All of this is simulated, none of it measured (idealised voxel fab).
This is a process module. Its name is voxel transistor to metal.
In the cross-section labelled cut, the width is 280 nm and each square cell is 5 nm.
This document writes a cross-section as a grid whose cells are square, and gives it as bands, listed from the top down; one or more rows of cells form a band. Band: top and bottom heights (nm) first, top before bottom; then materials from left to right, widths in nm. "throughout" marks a sole material filling the band edge to edge. "air" denotes empty space. Below 0: as-received wafer, all one material; heights counted from there. Lowest band: no bottom, goes on down, written "0 down". Width spec "30..40" -> top row of cells at first value, bottom row at second value, equal per-row change in between. "identical to before", as given for a step, is the statement that not any cell of the cross-section underwent a change during that step. So "Enclosed void inventory" is basically the list of trapped voids: any empty space of 8 cells or more that can't reach the top through an opening. They're written width x height at distance, the distance being from the left edge, and it's all nm. Formally, on a step line, whatever follows the settings is a remark that the simulator itself makes on the step. "overlay nm", when on a step's line for a step with a mask, measures how far to the right of its planned place the mask lay; a negative measure means to the left.
The planned process steps are enumerated hereunder
1,RECEIVE,material Si
2,OXIDIZE,depth nm 5
3,CONFORMAL_DEP,material SiN,thk nm 10
4,PATTERN,tone cover,mask id ACTIVE,material resist,width nm 110,pitch nm 130,thk nm 15,overlay nm 0
5,DIRECTIONAL_ETCH,etch materials SiN,depth nm 10
6,DIRECTIONAL_ETCH,etch materials SiO2,depth nm 5
7,DIRECTIONAL_ETCH,etch materials Si,depth nm 35
8,STRIP,etch materials resist
9,FILL_DEP,material SiO2,thk nm 10
10,CMP,height nm 10
11,SELECTIVE_ETCH,etch materials SiO2,depth nm 10
12,STRIP,etch materials SiN
13,SELECTIVE_ETCH,etch materials SiO2,depth nm 5
14,OXIDIZE,depth nm 5
15,DIRECTIONAL_DEP,material polySi,thk nm 25
16,DIRECTIONAL_DEP,material SiCN,thk nm 15
17,MASKED_ETCH,tone cover,mask id GATE,width nm 30,pitch nm 130,etch materials SiCN,depth nm 25,overlay nm 0
18,MASKED_ETCH,tone cover,mask id GATE,width nm 30,pitch nm 130,etch materials polySi,depth nm 35,overlay nm 0
19,CONFORMAL_DEP,material SiN,thk nm 10
20,DIRECTIONAL_ETCH,etch materials SiN,depth nm 10
21,DIRECTIONAL_ETCH,etch materials SiO2,depth nm 5
22,DIRECTIONAL_ETCH,etch materials Si,depth nm 5
23,EPI,material nSi,thk nm 5
24,FILL_DEP,material SiO2,thk nm 5
25,CMP,height nm 20
26,STRIP,etch materials polySi
27,SELECTIVE_ETCH,etch materials SiO2,depth nm 5
28,CONFORMAL_DEP,material HfO2,thk nm 5
29,CONFORMAL_DEP,material TiN,thk nm 5
30,FILL_DEP,material W,thk nm 5
31,CMP,height nm 15
32,DIRECTIONAL_DEP,material SiO2,thk nm 10
33,PATTERN,tone open,mask id CONTACT,material resist,width nm 15,thk nm 15,overlay nm 0
34,DIRECTIONAL_ETCH,etch materials SiO2,depth nm 35
35,STRIP,etch materials resist
36,CONFORMAL_DEP,material TiN,thk nm 5
37,FILL_DEP,material W,thk nm 10
38,CMP,height nm 25
39,CONFORMAL_DEP,material SiCN,thk nm 5
40,DIRECTIONAL_DEP,material lowk,thk nm 25
41,PATTERN,tone open,mask id METAL_1,material resist,width nm 15,thk nm 15,overlay nm 0
42,DIRECTIONAL_ETCH,etch materials lowk,depth nm 25
43,DIRECTIONAL_ETCH,etch materials SiCN,depth nm 5
44,STRIP,etch materials resist
45,CONFORMAL_DEP,material TiN,thk nm 5
46,FILL_DEP,material Ru,thk nm 5
47,CMP,height nm 55
48,CONFORMAL_DEP,material SiCN,thk nm 5
Delivered wafer in cross-section: state after step 1
0 down | Si throughout
Enclosed void inventory: none
Wafer cross-section at module end: first of two, run to plan
60 to 55 | SiCN throughout
55 to 30 | lowk=30, then TiN=5, then Ru=5, then TiN=5, then lowk=60, then TiN=5, then Ru=5, then TiN=5, then lowk=40, then TiN=5, then Ru=5, then TiN=5, then lowk=60, then TiN=5, then Ru=5, then TiN=5, then lowk=30
30 to 25 | SiCN=30, then TiN=15, then SiCN=60, then TiN=15, then SiCN=40, then TiN=15, then SiCN=60, then TiN=15, then SiCN=30
25 to 15 | SiO2=30, then TiN=5, then W=5, then TiN=5, then SiO2=60, then TiN=5, then W=5, then TiN=5, then SiO2=40, then TiN=5, then W=5, then TiN=5, then SiO2=60, then TiN=5, then W=5, then TiN=5, then SiO2=30
15 to 0 | SiO2=30, then TiN=5, then W=5, then TiN=5, then SiO2=5, then SiN=10, then HfO2=5, then TiN=5, then W=10, then TiN=5, then HfO2=5, then SiN=10, then SiO2=5, then TiN=5, then W=5, then TiN=5, then SiO2=40, then TiN=5, then W=5, then TiN=5, then SiO2=5, then SiN=10, then HfO2=5, then TiN=5, then W=10, then TiN=5, then HfO2=5, then SiN=10, then SiO2=5, then TiN=5, then W=5, then TiN=5, then SiO2=30
0 to -5 | SiO2=30, then TiN=5, then W=5, then TiN=5, then SiO2=5, then SiN=10, then HfO2=5, then TiN=20, then HfO2=5, then SiN=10, then SiO2=5, then TiN=5, then W=5, then TiN=5, then SiO2=40, then TiN=5, then W=5, then TiN=5, then SiO2=5, then SiN=10, then HfO2=5, then TiN=20, then HfO2=5, then SiN=10, then SiO2=5, then TiN=5, then W=5, then TiN=5, then SiO2=30
-5 to -10 | SiO2=30, then TiN=15, then nSi=5, then SiO2=5, then HfO2=40, then SiO2=5, then nSi=5, then TiN=15, then SiO2=40, then TiN=15, then nSi=5, then SiO2=5, then HfO2=40, then SiO2=5, then nSi=5, then TiN=15, then SiO2=30
-10 to -15 | SiO2=20, then nSi=30, then Si=50, then nSi=30, then SiO2=20, then nSi=30, then Si=50, then nSi=30, then SiO2=20
-15 to -40 | SiO2=20, then Si=110, then SiO2=20, then Si=110, then SiO2=20
-40 down | Si throughout
Enclosed void inventory: none
This cross-section belongs to the second wafer of two at the end of the module; the start and the plan were shared with the first, and the run included one mistake
60 to 55 | SiCN throughout
55 to 30 | lowk=30, then TiN=5, then Ru=5, then TiN=5, then lowk=60, then TiN=5, then Ru=5, then TiN=5, then lowk=40, then TiN=5, then Ru=5, then TiN=5, then lowk=60, then TiN=5, then Ru=5, then TiN=5, then lowk=30
30 to 25 | SiCN=30, then TiN=15, then SiCN=60, then TiN=15, then SiCN=40, then TiN=15, then SiCN=60, then TiN=15, then SiCN=30
25 to 20 | SiO2=20, then TiN=5, then W=5, then TiN=5, then SiO2=60, then TiN=5, then W=5, then TiN=5, then SiO2=40, then TiN=5, then W=5, then TiN=5, then SiO2=60, then TiN=5, then W=5, then TiN=5, then SiO2=40
20 to 15 | SiO2=20, then TiN=5, then W=5, then TiN=5, then SiO2=60, then TiN=15, then SiO2=40, then TiN=5, then W=5, then TiN=5, then SiO2=60, then TiN=15, then SiO2=40
15 to 0 | SiO2=20, then TiN=5, then W=5, then TiN=5, then SiO2=15, then SiN=10, then HfO2=5, then TiN=5, then W=10, then TiN=5, then HfO2=5, then SiN=10, then TiN=10, then SiO2=40, then TiN=5, then W=5, then TiN=5, then SiO2=15, then SiN=10, then HfO2=5, then TiN=5, then W=10, then TiN=5, then HfO2=5, then SiN=10, then TiN=10, then SiO2=40
0 to -5 | SiO2=20, then TiN=5, then W=5, then TiN=5, then SiO2=15, then SiN=10, then HfO2=5, then TiN=20, then HfO2=5, then SiN=10, then TiN=10, then SiO2=40, then TiN=5, then W=5, then TiN=5, then SiO2=15, then SiN=10, then HfO2=5, then TiN=20, then HfO2=5, then SiN=10, then TiN=10, then SiO2=40
-5 to -10 | SiO2=20, then TiN=15, then SiO2=10, then nSi=5, then SiO2=5, then HfO2=40, then SiO2=5, then nSi=5, then TiN=5, then SiO2=40, then TiN=15, then SiO2=10, then nSi=5, then SiO2=5, then HfO2=40, then SiO2=5, then nSi=5, then TiN=5, then SiO2=40
-10 to -15 | SiO2=20, then nSi=30, then Si=50, then nSi=30, then SiO2=20, then nSi=30, then Si=50, then nSi=30, then SiO2=20
-15 to -40 | SiO2=20, then Si=110, then SiO2=20, then Si=110, then SiO2=20
-40 down | Si throughout
Enclosed void inventory: none
Finding, execution versus plan: contrary to plan, step 33 was performed as PATTERN,tone open,mask id CONTACT,material resist,width nm 15,thk nm 15,overlay nm -10
Cell-count delta at end, second wafer over first, by material: SiO2: 12 more, TiN: 2 fewer, W: 10 fewer
